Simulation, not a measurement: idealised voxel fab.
process module | voxel self aligned vias
cross-section cut | 260 nm wide | cells 5 nm
A cross-section is a grid of square cells, given in bands from the top down. A band is one or more rows of cells.
Each band's line starts with the height of the band's top and of its bottom, in nm. Then come its materials from left to right, each with its width in nm. One material with "throughout" fills the band from edge to edge. "air" is empty space.
Height 0 is the level under which the wafer as received is all one material. The lowest band goes on downwards, as in "0 down".
A width such as "30 to 40" changes by the same amount from each row of cells to the next, from the band's top row to its bottom row.
"no change" after a step means that no cell of the cross-section changed.
closed voids: empty space of 8 cells or more with no open way to the top, each as width x height at its distance from the left edge, in nm
after a step's settings: what the simulator itself notes on the step
overlay nm, on a step with a mask: how far to the right of its planned place the mask lay; to the left if negative
Each pair below shows a cross-section before one step and the cross-section after it, down to the lowest band that changed. The line under each pair gives the step between them, with its settings. The pairs can come from different runs of this module on the same starting wafer, so a pair continues from the pair above only where its "before" says so.
before
  0 down: Si throughout
  closed voids: none
after
  10 to 0: SiO2 throughout
  below 0: unchanged
  closed voids: none
the step between: op CONFORMAL_DEP | material SiO2 | thk nm 10
before: the cross-section after the pair above
after
  15 to 10: SiCN throughout
  below 10: unchanged
  closed voids: none
the step between: op CONFORMAL_DEP | material SiCN | thk nm 5
before: the cross-section after the pair above
after
  45 to 15: lowk throughout
  below 15: unchanged
  closed voids: none
the step between: op DIRECTIONAL_DEP | material lowk | thk nm 30
before: the cross-section after the pair above
after
  45 to 15: lowk 45 | air 30 | lowk 40 | air 30 | lowk 40 | air 30 | lowk 45
  below 15: unchanged
  closed voids: none
the step between: op MASKED_ETCH | tone open | mask id LINES | width nm 30 | pitch nm 70 | etch materials lowk | depth nm 30 | overlay nm 0
before: the cross-section after the pair above
after
  50 to 45: TiN 50 | air 20 | TiN 50 | air 20 | TiN 50 | air 20 | TiN 50
  45 to 20: lowk 45 | TiN 5 | air 20 | TiN 5 | lowk 40 | TiN 5 | air 20 | TiN 5 | lowk 40 | TiN 5 | air 20 | TiN 5 | lowk 45
  20 to 15: lowk 45 | TiN 30 | lowk 40 | TiN 30 | lowk 40 | TiN 30 | lowk 45
  below 15: unchanged
  closed voids: none
the step between: op CONFORMAL_DEP | material TiN | thk nm 5
before: the cross-section after the pair above
after
  55 to 50: Ru throughout
  50 to 45: TiN 50 | Ru 20 | TiN 50 | Ru 20 | TiN 50 | Ru 20 | TiN 50
  45 to 20: lowk 45 | TiN 5 | Ru 20 | TiN 5 | lowk 40 | TiN 5 | Ru 20 | TiN 5 | lowk 40 | TiN 5 | Ru 20 | TiN 5 | lowk 45
  below 20: unchanged
  closed voids: none
the step between: op FILL_DEP | material Ru | thk nm 5
before: the cross-section after the pair above
after
  45 to 20: lowk 45 | TiN 5 | Ru 20 | TiN 5 | lowk 40 | TiN 5 | Ru 20 | TiN 5 | lowk 40 | TiN 5 | Ru 20 | TiN 5 | lowk 45
  below 20: unchanged
  closed voids: none
the step between: op CMP | height nm 45
before: the cross-section after the pair above
after
  45 to 35: lowk 45 | air 30 | lowk 40 | air 30 | lowk 40 | air 30 | lowk 45
  below 35: unchanged
  closed voids: none
the step between: op SELECTIVE_ETCH | etch materials W Ru TiN | depth nm 10
before: the cross-section after the pair above
after
  50 to 45: SiN throughout
  45 to 35: lowk 45 | SiN 30 | lowk 40 | SiN 30 | lowk 40 | SiN 30 | lowk 45
  below 35: unchanged
  closed voids: none
the step between: op FILL_DEP | material SiN | thk nm 5
before: the cross-section after the pair above
after
  45 to 35: lowk 45 | SiN 30 | lowk 40 | SiN 30 | lowk 40 | SiN 30 | lowk 45
  below 35: unchanged
  closed voids: none
the step between: op CMP | height nm 45
before: the cross-section after the pair above
after
  60 to 45: lowk throughout
  below 45: unchanged
  closed voids: none
the step between: op DIRECTIONAL_DEP | material lowk | thk nm 15
before: the cross-section after the pair above
after
  60 to 45: lowk 35 | air 50 | lowk 90 | air 50 | lowk 35
  below 45: unchanged
  closed voids: none
the step between: op MASKED_ETCH | tone open | mask id VIAS | width nm 50 | pitch nm 140 | etch materials lowk | depth nm 15 | overlay nm 0
before: the cross-section after the pair above
after
  60 to 45: lowk 35 | air 50 | lowk 90 | air 50 | lowk 35
  45 to 35: lowk 45 | air 30 | lowk 40 | SiN 30 | lowk 40 | air 30 | lowk 45
  below 35: unchanged
  closed voids: none
the step between: op MASKED_ETCH | tone open | mask id VIAS | width nm 50 | pitch nm 140 | etch materials SiN | depth nm 10 | overlay nm 0
before: the cross-section after the pair above
after
  65 to 60: TiN 40 | air 40 | TiN 100 | air 40 | TiN 40
  60 to 50: lowk 35 | TiN 5 | air 40 | TiN 5 | lowk 90 | TiN 5 | air 40 | TiN 5 | lowk 35
  50 to 45: lowk 35 | TiN 15 | air 20 | TiN 15 | lowk 90 | TiN 15 | air 20 | TiN 15 | lowk 35
  45 to 40: lowk 45 | TiN 5 | air 20 | TiN 5 | lowk 40 | SiN 30 | lowk 40 | TiN 5 | air 20 | TiN 5 | lowk 45
  40 to 35: lowk 45 | TiN 30 | lowk 40 | SiN 30 | lowk 40 | TiN 30 | lowk 45
  below 35: unchanged
  closed voids: none
the step between: op CONFORMAL_DEP | material TiN | thk nm 5
before: the cross-section after the pair above
after
  75 to 65: Ru throughout
  65 to 60: TiN 40 | Ru 40 | TiN 100 | Ru 40 | TiN 40
  60 to 50: lowk 35 | TiN 5 | Ru 40 | TiN 5 | lowk 90 | TiN 5 | Ru 40 | TiN 5 | lowk 35
  50 to 45: lowk 35 | TiN 15 | Ru 20 | TiN 15 | lowk 90 | TiN 15 | Ru 20 | TiN 15 | lowk 35
  45 to 40: lowk 45 | TiN 5 | Ru 20 | TiN 5 | lowk 40 | SiN 30 | lowk 40 | TiN 5 | Ru 20 | TiN 5 | lowk 45
  below 40: unchanged
  closed voids: none
the step between: op FILL_DEP | material Ru | thk nm 10
before: the cross-section after the pair above
after
  60 to 50: lowk 35 | TiN 5 | Ru 40 | TiN 5 | lowk 90 | TiN 5 | Ru 40 | TiN 5 | lowk 35
  below 50: unchanged
  closed voids: none
the step between: op CMP | height nm 60
before: the cross-section after the pair above
after
  65 to 60: SiCN throughout
  below 60: unchanged
  closed voids: none
the step between: op CONFORMAL_DEP | material SiCN | thk nm 5
before
  10 to 0: SiO2 throughout
  0 down: Si throughout
  closed voids: none
after
  40 to 10: lowk throughout
  below 10: unchanged
  closed voids: none
the step between: op DIRECTIONAL_DEP | material lowk | thk nm 30
before: the cross-section after the pair above
after
  40 to 10: lowk 45 | air 30 | lowk 40 | air 30 | lowk 40 | air 30 | lowk 45
  below 10: unchanged
  closed voids: none
the step between: op MASKED_ETCH | tone open | mask id LINES | width nm 30 | pitch nm 70 | etch materials lowk | depth nm 30 | overlay nm 0
before: the cross-section after the pair above
after
  45 to 40: TiN 50 | air 20 | TiN 50 | air 20 | TiN 50 | air 20 | TiN 50
  40 to 15: lowk 45 | TiN 5 | air 20 | TiN 5 | lowk 40 | TiN 5 | air 20 | TiN 5 | lowk 40 | TiN 5 | air 20 | TiN 5 | lowk 45
  15 to 10: lowk 45 | TiN 30 | lowk 40 | TiN 30 | lowk 40 | TiN 30 | lowk 45
  below 10: unchanged
  closed voids: none
the step between: op CONFORMAL_DEP | material TiN | thk nm 5
before: the cross-section after the pair above
after
  50 to 45: Ru throughout
  45 to 40: TiN 50 | Ru 20 | TiN 50 | Ru 20 | TiN 50 | Ru 20 | TiN 50
  40 to 15: lowk 45 | TiN 5 | Ru 20 | TiN 5 | lowk 40 | TiN 5 | Ru 20 | TiN 5 | lowk 40 | TiN 5 | Ru 20 | TiN 5 | lowk 45
  below 15: unchanged
  closed voids: none
the step between: op FILL_DEP | material Ru | thk nm 5
before: the cross-section after the pair above
after
  45 to 40: TiN 50 | Ru 20 | TiN 50 | Ru 20 | TiN 50 | Ru 20 | TiN 50
  below 40: unchanged
  closed voids: none
the step between: op CMP | height nm 45
before: the cross-section after the pair above
after
  40 to 35: lowk 45 | air 30 | lowk 40 | air 30 | lowk 40 | air 30 | lowk 45
  below 35: unchanged
  closed voids: none
the step between: op SELECTIVE_ETCH | etch materials W Ru TiN | depth nm 10
before: the cross-section after the pair above
after
  45 to 40: SiN throughout
  40 to 35: lowk 45 | SiN 30 | lowk 40 | SiN 30 | lowk 40 | SiN 30 | lowk 45
  below 35: unchanged
  closed voids: none
the step between: op FILL_DEP | material SiN | thk nm 5
before: the cross-section after the pair above
after
  60 to 45: lowk throughout
  below 45: unchanged
  closed voids: none
the step between: op DIRECTIONAL_DEP | material lowk | thk nm 15
before: the cross-section after the pair above
after
  60 to 45: lowk 35 | air 50 | lowk 90 | air 50 | lowk 35
  below 45: unchanged
  closed voids: none
the step between: op MASKED_ETCH | tone open | mask id VIAS | width nm 50 | pitch nm 140 | etch materials lowk | depth nm 15 | overlay nm 0
before: the cross-section after the pair above
after
  60 to 45: lowk 35 | air 50 | lowk 90 | air 50 | lowk 35
  45 to 40: SiN 35 | air 50 | SiN 90 | air 50 | SiN 35
  40 to 35: lowk 45 | air 30 | lowk 40 | SiN 30 | lowk 40 | air 30 | lowk 45
  below 35: unchanged
  closed voids: none
the step between: op MASKED_ETCH | tone open | mask id VIAS | width nm 50 | pitch nm 140 | etch materials SiN | depth nm 10 | overlay nm 0
before: the cross-section after the pair above
after
  65 to 60: TiN 40 | air 40 | TiN 100 | air 40 | TiN 40
  60 to 45: lowk 35 | TiN 5 | air 40 | TiN 5 | lowk 90 | TiN 5 | air 40 | TiN 5 | lowk 35
  45 to 40: SiN 35 | TiN 15 | air 20 | TiN 15 | SiN 90 | TiN 15 | air 20 | TiN 15 | SiN 35
  40 to 35: lowk 45 | TiN 30 | lowk 40 | SiN 30 | lowk 40 | TiN 30 | lowk 45
  below 35: unchanged
  closed voids: none
the step between: op CONFORMAL_DEP | material TiN | thk nm 5
before: the cross-section after the pair above
after
  75 to 65: Ru throughout
  65 to 60: TiN 40 | Ru 40 | TiN 100 | Ru 40 | TiN 40
  60 to 45: lowk 35 | TiN 5 | Ru 40 | TiN 5 | lowk 90 | TiN 5 | Ru 40 | TiN 5 | lowk 35
  45 to 40: SiN 35 | TiN 15 | Ru 20 | TiN 15 | SiN 90 | TiN 15 | Ru 20 | TiN 15 | SiN 35
  below 40: unchanged
  closed voids: none
the step between: op FILL_DEP | material Ru | thk nm 10
before: the cross-section after the pair above
after
  60 to 45: lowk 35 | TiN 5 | Ru 40 | TiN 5 | lowk 90 | TiN 5 | Ru 40 | TiN 5 | lowk 35
  below 45: unchanged
  closed voids: none
the step between: op CMP | height nm 60
before: the cross-section after the pair above
after
  65 to 60: SiCN throughout
  below 60: unchanged
  closed voids: none
the step between: op CONFORMAL_DEP | material SiCN | thk nm 5
before
  60 to 45: lowk 35 | air 50 | lowk 90 | air 50 | lowk 35
  45 to 35: lowk 45 | SiN 30 | lowk 40 | SiN 30 | lowk 40 | SiN 30 | lowk 45
  35 to 20: lowk 45 | TiN 5 | Ru 20 | TiN 5 | lowk 40 | TiN 5 | Ru 20 | TiN 5 | lowk 40 | TiN 5 | Ru 20 | TiN 5 | lowk 45
  20 to 15: lowk 45 | TiN 30 | lowk 40 | TiN 30 | lowk 40 | TiN 30 | lowk 45
  15 to 10: SiCN throughout
  10 to 0: SiO2 throughout
  0 down: Si throughout
  closed voids: none
after
  60 to 45: lowk 35 | air 50 | lowk 90 | air 50 | lowk 35
  45 to 35: lowk 35 | air 10 | SiN 30 | air 10 | lowk 30 | SiN 30 | lowk 30 | air 10 | SiN 30 | air 10 | lowk 35
  35 to 30: lowk 35 | air 10 | TiN 5 | Ru 20 | TiN 5 | air 10 | lowk 30 | TiN 5 | Ru 20 | TiN 5 | lowk 30 | air 10 | TiN 5 | Ru 20 | TiN 5 | air 10 | lowk 35
  below 30: unchanged
  closed voids: none
the step between: op MASKED_ETCH | tone open | mask id VIAS | width nm 50 | pitch nm 140 | etch materials lowk | depth nm 15 | overlay nm 0
before: the cross-section after the pair above
after
  60 to 45: lowk 35 | air 50 | lowk 90 | air 50 | lowk 35
  45 to 35: lowk 35 | air 50 | lowk 30 | SiN 30 | lowk 30 | air 50 | lowk 35
  below 35: unchanged
  closed voids: none
the step between: op MASKED_ETCH | tone open | mask id VIAS | width nm 50 | pitch nm 140 | etch materials SiN | depth nm 10 | overlay nm 0
before: the cross-section after the pair above
after
  65 to 60: TiN 40 | air 40 | TiN 100 | air 40 | TiN 40
  60 to 45: lowk 35 | TiN 5 | air 40 | TiN 5 | lowk 90 | TiN 5 | air 40 | TiN 5 | lowk 35
  45 to 40: lowk 35 | TiN 5 | air 40 | TiN 5 | lowk 30 | SiN 30 | lowk 30 | TiN 5 | air 40 | TiN 5 | lowk 35
  40 to 35: lowk 35 | TiN 50 | lowk 30 | SiN 30 | lowk 30 | TiN 50 | lowk 35
  35 to 30: lowk 35 | TiN 15 | Ru 20 | TiN 15 | lowk 30 | TiN 5 | Ru 20 | TiN 5 | lowk 30 | TiN 15 | Ru 20 | TiN 15 | lowk 35
  below 30: unchanged
  closed voids: none
the step between: op CONFORMAL_DEP | material TiN | thk nm 5
before: the cross-section after the pair above
after
  75 to 65: Ru throughout
  65 to 60: TiN 40 | Ru 40 | TiN 100 | Ru 40 | TiN 40
  60 to 45: lowk 35 | TiN 5 | Ru 40 | TiN 5 | lowk 90 | TiN 5 | Ru 40 | TiN 5 | lowk 35
  45 to 40: lowk 35 | TiN 5 | Ru 40 | TiN 5 | lowk 30 | SiN 30 | lowk 30 | TiN 5 | Ru 40 | TiN 5 | lowk 35
  below 40: unchanged
  closed voids: none
the step between: op FILL_DEP | material Ru | thk nm 10
before: the cross-section after the pair above
after
  60 to 45: lowk 35 | TiN 5 | Ru 40 | TiN 5 | lowk 90 | TiN 5 | Ru 40 | TiN 5 | lowk 35
  below 45: unchanged
  closed voids: none
the step between: op CMP | height nm 60
before: the cross-section after the pair above
after
  65 to 60: SiCN throughout
  below 60: unchanged
  closed voids: none
the step between: op CONFORMAL_DEP | material SiCN | thk nm 5
before
  45 to 35: lowk 45 | SiN 30 | lowk 40 | SiN 30 | lowk 40 | SiN 30 | lowk 45
  35 to 20: lowk 45 | TiN 5 | Ru 20 | TiN 5 | lowk 40 | TiN 5 | Ru 20 | TiN 5 | lowk 40 | TiN 5 | Ru 20 | TiN 5 | lowk 45
  20 to 15: lowk 45 | TiN 30 | lowk 40 | TiN 30 | lowk 40 | TiN 30 | lowk 45
  15 to 10: SiCN throughout
  10 to 0: SiO2 throughout
  0 down: Si throughout
  closed voids: none
after
  45 to 35: lowk 35 | air 10 | SiN 30 | air 10 | lowk 30 | SiN 30 | lowk 30 | air 10 | SiN 30 | air 10 | lowk 35
  35 to 30: lowk 35 | air 10 | TiN 5 | Ru 20 | TiN 5 | air 10 | lowk 30 | TiN 5 | Ru 20 | TiN 5 | lowk 30 | air 10 | TiN 5 | Ru 20 | TiN 5 | air 10 | lowk 35
  below 30: unchanged
  closed voids: none
the step between: op MASKED_ETCH | tone open | mask id VIAS | width nm 50 | pitch nm 140 | etch materials lowk | depth nm 15 | overlay nm 0
before: the cross-section after the pair above
after
  60 to 45: lowk 35 | air 10 | lowk 30 | air 10 | lowk 90 | air 10 | lowk 30 | air 10 | lowk 35
  45 to 35: lowk 45 | SiN 30 | lowk 40 | SiN 30 | lowk 40 | SiN 30 | lowk 45
  35 to 20: lowk 45 | TiN 5 | Ru 20 | TiN 5 | lowk 40 | TiN 5 | Ru 20 | TiN 5 | lowk 40 | TiN 5 | Ru 20 | TiN 5 | lowk 45
  below 20: unchanged
  closed voids: none
the step between: op DIRECTIONAL_DEP | material lowk | thk nm 15
before: the cross-section after the pair above
after
  65 to 60: TiN throughout
  60 to 45: lowk 35 | TiN 10 | lowk 30 | TiN 10 | lowk 90 | TiN 10 | lowk 30 | TiN 10 | lowk 35
  below 45: unchanged
  closed voids: none
the step between: op CONFORMAL_DEP | material TiN | thk nm 5
before: the cross-section after the pair above
after
  75 to 65: Ru throughout
  below 65: unchanged
  closed voids: none
the step between: op FILL_DEP | material Ru | thk nm 10
before: the cross-section after the pair above
after
  60 to 45: lowk 35 | TiN 10 | lowk 30 | TiN 10 | lowk 90 | TiN 10 | lowk 30 | TiN 10 | lowk 35
  below 45: unchanged
  closed voids: none
the step between: op CMP | height nm 60
before: the cross-section after the pair above
after
  65 to 60: SiCN throughout
  below 60: unchanged
  closed voids: none
the step between: op CONFORMAL_DEP | material SiCN | thk nm 5
before
  10 to 0: SiO2 throughout
  0 down: Si throughout
  closed voids: none
after
  25 to 10: SiCN throughout
  below 10: unchanged
  closed voids: none
the step between: op CONFORMAL_DEP | material SiCN | thk nm 15
before: the cross-section after the pair above
after
  55 to 25: lowk throughout
  below 25: unchanged
  closed voids: none
the step between: op DIRECTIONAL_DEP | material lowk | thk nm 30
before: the cross-section after the pair above
after
  55 to 25: lowk 45 | air 30 | lowk 40 | air 30 | lowk 40 | air 30 | lowk 45
  below 25: unchanged
  closed voids: none
the step between: op MASKED_ETCH | tone open | mask id LINES | width nm 30 | pitch nm 70 | etch materials lowk | depth nm 30 | overlay nm 0
before: the cross-section after the pair above
after
  60 to 55: TiN 50 | air 20 | TiN 50 | air 20 | TiN 50 | air 20 | TiN 50
  55 to 30: lowk 45 | TiN 5 | air 20 | TiN 5 | lowk 40 | TiN 5 | air 20 | TiN 5 | lowk 40 | TiN 5 | air 20 | TiN 5 | lowk 45
  30 to 25: lowk 45 | TiN 30 | lowk 40 | TiN 30 | lowk 40 | TiN 30 | lowk 45
  below 25: unchanged
  closed voids: none
the step between: op CONFORMAL_DEP | material TiN | thk nm 5
before: the cross-section after the pair above
after
  65 to 60: Ru throughout
  60 to 55: TiN 50 | Ru 20 | TiN 50 | Ru 20 | TiN 50 | Ru 20 | TiN 50
  55 to 30: lowk 45 | TiN 5 | Ru 20 | TiN 5 | lowk 40 | TiN 5 | Ru 20 | TiN 5 | lowk 40 | TiN 5 | Ru 20 | TiN 5 | lowk 45
  below 30: unchanged
  closed voids: none
the step between: op FILL_DEP | material Ru | thk nm 5
before: the cross-section after the pair above
after
  45 to 30: lowk 45 | TiN 5 | Ru 20 | TiN 5 | lowk 40 | TiN 5 | Ru 20 | TiN 5 | lowk 40 | TiN 5 | Ru 20 | TiN 5 | lowk 45
  below 30: unchanged
  closed voids: none
the step between: op CMP | height nm 45
before: the cross-section after the pair above
after
  45 to 35: lowk 45 | air 30 | lowk 40 | air 30 | lowk 40 | air 30 | lowk 45
  below 35: unchanged
  closed voids: none
the step between: op SELECTIVE_ETCH | etch materials W Ru TiN | depth nm 10
before: the cross-section after the pair above
after
  50 to 45: SiN throughout
  45 to 35: lowk 45 | SiN 30 | lowk 40 | SiN 30 | lowk 40 | SiN 30 | lowk 45
  below 35: unchanged
  closed voids: none
the step between: op FILL_DEP | material SiN | thk nm 5
before: the cross-section after the pair above
after
  45 to 35: lowk 45 | SiN 30 | lowk 40 | SiN 30 | lowk 40 | SiN 30 | lowk 45
  below 35: unchanged
  closed voids: none
the step between: op CMP | height nm 45
before: the cross-section after the pair above
after
  60 to 45: lowk throughout
  below 45: unchanged
  closed voids: none
the step between: op DIRECTIONAL_DEP | material lowk | thk nm 15
before: the cross-section after the pair above
after
  60 to 45: lowk 35 | air 50 | lowk 90 | air 50 | lowk 35
  below 45: unchanged
  closed voids: none
the step between: op MASKED_ETCH | tone open | mask id VIAS | width nm 50 | pitch nm 140 | etch materials lowk | depth nm 15 | overlay nm 0
before: the cross-section after the pair above
after
  60 to 45: lowk 35 | air 50 | lowk 90 | air 50 | lowk 35
  45 to 35: lowk 45 | air 30 | lowk 40 | SiN 30 | lowk 40 | air 30 | lowk 45
  below 35: unchanged
  closed voids: none
the step between: op MASKED_ETCH | tone open | mask id VIAS | width nm 50 | pitch nm 140 | etch materials SiN | depth nm 10 | overlay nm 0
before: the cross-section after the pair above
after
  65 to 60: TiN 40 | air 40 | TiN 100 | air 40 | TiN 40
  60 to 50: lowk 35 | TiN 5 | air 40 | TiN 5 | lowk 90 | TiN 5 | air 40 | TiN 5 | lowk 35
  50 to 45: lowk 35 | TiN 15 | air 20 | TiN 15 | lowk 90 | TiN 15 | air 20 | TiN 15 | lowk 35
  45 to 40: lowk 45 | TiN 5 | air 20 | TiN 5 | lowk 40 | SiN 30 | lowk 40 | TiN 5 | air 20 | TiN 5 | lowk 45
  40 to 35: lowk 45 | TiN 30 | lowk 40 | SiN 30 | lowk 40 | TiN 30 | lowk 45
  below 35: unchanged
  closed voids: none
the step between: op CONFORMAL_DEP | material TiN | thk nm 5
before: the cross-section after the pair above
after
  75 to 65: Ru throughout
  65 to 60: TiN 40 | Ru 40 | TiN 100 | Ru 40 | TiN 40
  60 to 50: lowk 35 | TiN 5 | Ru 40 | TiN 5 | lowk 90 | TiN 5 | Ru 40 | TiN 5 | lowk 35
  50 to 45: lowk 35 | TiN 15 | Ru 20 | TiN 15 | lowk 90 | TiN 15 | Ru 20 | TiN 15 | lowk 35
  45 to 40: lowk 45 | TiN 5 | Ru 20 | TiN 5 | lowk 40 | SiN 30 | lowk 40 | TiN 5 | Ru 20 | TiN 5 | lowk 45
  below 40: unchanged
  closed voids: none
the step between: op FILL_DEP | material Ru | thk nm 10
before: the cross-section after the pair above
after
  60 to 50: lowk 35 | TiN 5 | Ru 40 | TiN 5 | lowk 90 | TiN 5 | Ru 40 | TiN 5 | lowk 35
  below 50: unchanged
  closed voids: none
the step between: op CMP | height nm 60
before: the cross-section after the pair above
after
  65 to 60: SiCN throughout
  below 60: unchanged
  closed voids: none
the step between: op CONFORMAL_DEP | material SiCN | thk nm 5
before
  45 to 15: lowk throughout
  15 to 10: SiCN throughout
  10 to 0: SiO2 throughout
  0 down: Si throughout
  closed voids: none
after
  45 to 15: lowk 45 | air 35 | lowk 35 | air 35 | lowk 35 | air 35 | lowk 40
  below 15: unchanged
  closed voids: none
the step between: op MASKED_ETCH | tone open | mask id LINES | width nm 35 | pitch nm 70 | etch materials lowk | depth nm 30 | overlay nm 0
before: the cross-section after the pair above
after
  50 to 45: TiN 50 | air 25 | TiN 45 | air 25 | TiN 45 | air 25 | TiN 45
  45 to 20: lowk 45 | TiN 5 | air 25 | TiN 5 | lowk 35 | TiN 5 | air 25 | TiN 5 | lowk 35 | TiN 5 | air 25 | TiN 5 | lowk 40
  20 to 15: lowk 45 | TiN 35 | lowk 35 | TiN 35 | lowk 35 | TiN 35 | lowk 40
  below 15: unchanged
  closed voids: none
the step between: op CONFORMAL_DEP | material TiN | thk nm 5
before: the cross-section after the pair above
after
  55 to 50: Ru throughout
  50 to 45: TiN 50 | Ru 25 | TiN 45 | Ru 25 | TiN 45 | Ru 25 | TiN 45
  45 to 20: lowk 45 | TiN 5 | Ru 25 | TiN 5 | lowk 35 | TiN 5 | Ru 25 | TiN 5 | lowk 35 | TiN 5 | Ru 25 | TiN 5 | lowk 40
  below 20: unchanged
  closed voids: none
the step between: op FILL_DEP | material Ru | thk nm 5
before: the cross-section after the pair above
after
  45 to 20: lowk 45 | TiN 5 | Ru 25 | TiN 5 | lowk 35 | TiN 5 | Ru 25 | TiN 5 | lowk 35 | TiN 5 | Ru 25 | TiN 5 | lowk 40
  below 20: unchanged
  closed voids: none
the step between: op CMP | height nm 45
before: the cross-section after the pair above
after
  45 to 35: lowk 45 | air 35 | lowk 35 | air 35 | lowk 35 | air 35 | lowk 40
  below 35: unchanged
  closed voids: none
the step between: op SELECTIVE_ETCH | etch materials W Ru TiN | depth nm 10
before: the cross-section after the pair above
after
  50 to 45: SiN throughout
  45 to 35: lowk 45 | SiN 35 | lowk 35 | SiN 35 | lowk 35 | SiN 35 | lowk 40
  below 35: unchanged
  closed voids: none
the step between: op FILL_DEP | material SiN | thk nm 5
before: the cross-section after the pair above
after
  45 to 35: lowk 45 | SiN 35 | lowk 35 | SiN 35 | lowk 35 | SiN 35 | lowk 40
  below 35: unchanged
  closed voids: none
the step between: op CMP | height nm 45
before: the cross-section after the pair above
after
  60 to 45: lowk throughout
  below 45: unchanged
  closed voids: none
the step between: op DIRECTIONAL_DEP | material lowk | thk nm 15
before: the cross-section after the pair above
after
  60 to 45: lowk 35 | air 50 | lowk 90 | air 50 | lowk 35
  below 45: unchanged
  closed voids: none
the step between: op MASKED_ETCH | tone open | mask id VIAS | width nm 50 | pitch nm 140 | etch materials lowk | depth nm 15 | overlay nm 0
before: the cross-section after the pair above
after
  60 to 45: lowk 35 | air 50 | lowk 90 | air 50 | lowk 35
  45 to 35: lowk 45 | air 35 | lowk 35 | SiN 35 | lowk 35 | air 35 | lowk 40
  below 35: unchanged
  closed voids: none
the step between: op MASKED_ETCH | tone open | mask id VIAS | width nm 50 | pitch nm 140 | etch materials SiN | depth nm 10 | overlay nm 0
before: the cross-section after the pair above
after
  65 to 60: TiN 40 | air 40 | TiN 100 | air 40 | TiN 40
  60 to 50: lowk 35 | TiN 5 | air 40 | TiN 5 | lowk 90 | TiN 5 | air 40 | TiN 5 | lowk 35
  50 to 45: lowk 35 | TiN 15 | air 25 | TiN 10 | lowk 90 | TiN 15 | air 25 | TiN 10 | lowk 35
  45 to 40: lowk 45 | TiN 5 | air 25 | TiN 5 | lowk 35 | SiN 35 | lowk 35 | TiN 5 | air 25 | TiN 5 | lowk 40
  40 to 35: lowk 45 | TiN 35 | lowk 35 | SiN 35 | lowk 35 | TiN 35 | lowk 40
  below 35: unchanged
  closed voids: none
the step between: op CONFORMAL_DEP | material TiN | thk nm 5
before: the cross-section after the pair above
after
  75 to 65: Ru throughout
  65 to 60: TiN 40 | Ru 40 | TiN 100 | Ru 40 | TiN 40
  60 to 50: lowk 35 | TiN 5 | Ru 40 | TiN 5 | lowk 90 | TiN 5 | Ru 40 | TiN 5 | lowk 35
  50 to 45: lowk 35 | TiN 15 | Ru 25 | TiN 10 | lowk 90 | TiN 15 | Ru 25 | TiN 10 | lowk 35
  45 to 40: lowk 45 | TiN 5 | Ru 25 | TiN 5 | lowk 35 | SiN 35 | lowk 35 | TiN 5 | Ru 25 | TiN 5 | lowk 40
  below 40: unchanged
  closed voids: none
the step between: op FILL_DEP | material Ru | thk nm 10
before: the cross-section after the pair above
after
  60 to 50: lowk 35 | TiN 5 | Ru 40 | TiN 5 | lowk 90 | TiN 5 | Ru 40 | TiN 5 | lowk 35
  below 50: unchanged
  closed voids: none
the step between: op CMP | height nm 60
before: the cross-section after the pair above
after
  65 to 60: SiCN throughout
  below 60: unchanged
  closed voids: none
the step between: op CONFORMAL_DEP | material SiCN | thk nm 5
before
  60 to 45: lowk throughout
  45 to 35: lowk 45 | SiN 30 | lowk 40 | SiN 30 | lowk 40 | SiN 30 | lowk 45
  35 to 20: lowk 45 | TiN 5 | Ru 20 | TiN 5 | lowk 40 | TiN 5 | Ru 20 | TiN 5 | lowk 40 | TiN 5 | Ru 20 | TiN 5 | lowk 45
  20 to 15: lowk 45 | TiN 30 | lowk 40 | TiN 30 | lowk 40 | TiN 30 | lowk 45
  15 to 10: SiCN throughout
  10 to 0: SiO2 throughout
  0 down: Si throughout
  closed voids: none
after
  60 to 45: lowk 45 | air 50 | lowk 90 | air 50 | lowk 25
  below 45: unchanged
  closed voids: none
the step between: op MASKED_ETCH | tone open | mask id VIAS | width nm 50 | pitch nm 140 | etch materials lowk | depth nm 15 | overlay nm 10
before: the cross-section after the pair above
after
  60 to 45: lowk 45 | air 50 | lowk 90 | air 50 | lowk 25
  45 to 35: lowk 45 | air 30 | lowk 40 | SiN 30 | lowk 40 | air 30 | lowk 45
  below 35: unchanged
  closed voids: none
the step between: op MASKED_ETCH | tone open | mask id VIAS | width nm 50 | pitch nm 140 | etch materials SiN | depth nm 10 | overlay nm 0
before: the cross-section after the pair above
after
  65 to 60: TiN 50 | air 40 | TiN 100 | air 40 | TiN 30
  60 to 50: lowk 45 | TiN 5 | air 40 | TiN 5 | lowk 90 | TiN 5 | air 40 | TiN 5 | lowk 25
  50 to 45: lowk 45 | TiN 5 | air 20 | TiN 25 | lowk 90 | TiN 5 | air 20 | TiN 25 | lowk 25
  45 to 40: lowk 45 | TiN 5 | air 20 | TiN 5 | lowk 40 | SiN 30 | lowk 40 | TiN 5 | air 20 | TiN 5 | lowk 45
  40 to 35: lowk 45 | TiN 30 | lowk 40 | SiN 30 | lowk 40 | TiN 30 | lowk 45
  below 35: unchanged
  closed voids: none
the step between: op CONFORMAL_DEP | material TiN | thk nm 5
before: the cross-section after the pair above
after
  75 to 65: Ru throughout
  65 to 60: TiN 50 | Ru 40 | TiN 100 | Ru 40 | TiN 30
  60 to 50: lowk 45 | TiN 5 | Ru 40 | TiN 5 | lowk 90 | TiN 5 | Ru 40 | TiN 5 | lowk 25
  50 to 45: lowk 45 | TiN 5 | Ru 20 | TiN 25 | lowk 90 | TiN 5 | Ru 20 | TiN 25 | lowk 25
  45 to 40: lowk 45 | TiN 5 | Ru 20 | TiN 5 | lowk 40 | SiN 30 | lowk 40 | TiN 5 | Ru 20 | TiN 5 | lowk 45
  below 40: unchanged
  closed voids: none
the step between: op FILL_DEP | material Ru | thk nm 10
before: the cross-section after the pair above
after
  60 to 50: lowk 45 | TiN 5 | Ru 40 | TiN 5 | lowk 90 | TiN 5 | Ru 40 | TiN 5 | lowk 25
  below 50: unchanged
  closed voids: none
the step between: op CMP | height nm 60
before: the cross-section after the pair above
after
  65 to 60: SiCN throughout
  below 60: unchanged
  closed voids: none
the step between: op CONFORMAL_DEP | material SiCN | thk nm 5
